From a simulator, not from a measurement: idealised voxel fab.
Presented below is a process module, voxel local oxidation.
Each square cell in cross-section cut measures 5 nm, and the section as a whole is 205 nm wide.
A cross-section is written here as square cells arranged in a grid, and it is given in bands from the top down, each band taking up one or more rows of cells.
Each band's line starts with the height of the band's top and of its bottom, in nm. Then come its materials from left to right, each with its width in nm. One material with "everywhere" fills the band from edge to edge. "empty" is empty space.
It should be noted that heights are counted from 0, beneath which the wafer as supplied is of one material throughout, and that the lowest band possesses no lower boundary but continues downward, as written in "top 0, no bottom".
You'd read "30->40" like this: the band's top row of cells is as wide as the first number, its bottom row is as wide as the second, and going down, every row changes width by the same amount as the row before did.
"identical to before" after a step means that no cell of the cross-section changed.
For the entry "Closed voids list", the listed items are empty spaces with no open way to the top whose size is 8 cells or more; each item follows the pattern width x height at distance, where distance is from the left edge and all three are in nm.
Read whatever lies past the settings on a step's line as the simulator's own remark about the step.
overlay nm: on a step with a mask, how far right of its planned place the mask lay; negative means left.
**List of planned process steps**
1) RECEIVE (material Si)
2) OXIDIZE (depth nm 5)
3) CONFORMAL_DEP (material SiN; thk nm 10)
4) MASKED_ETCH (tone cover; mask id ACTIVE; width nm 95; etch materials SiN; depth nm 10; overlay nm 0)
5) SELECTIVE_ETCH (etch materials SiO2; depth nm 5)
6) OXIDIZE (depth nm 10)
7) STRIP (etch materials SiN)
Split variable: width nm, step 4. Plan value = first wafer. Wafers start alike.
**Step 1 complete: as-received cross-section of the first of several wafers**
	top 0, no bottom | Si everywhere
	Closed voids list: none
**each wafer at the end: cells of each material gained (+) or lost (-) since it was received, then its closed voids**
width nm 95 | -97 Si | +73 SiO2 | Closed voids list: none
width nm 100 | -95 Si | +72 SiO2 | Closed voids list: none
width nm 105 | -93 Si | +71 SiO2 | Closed voids list: none
width nm 110 | -91 Si | +70 SiO2 | Closed voids list: none
width nm 115 | -89 Si | +69 SiO2 | Closed voids list: none
width nm 120 | -87 Si | +68 SiO2 | Closed voids list: none
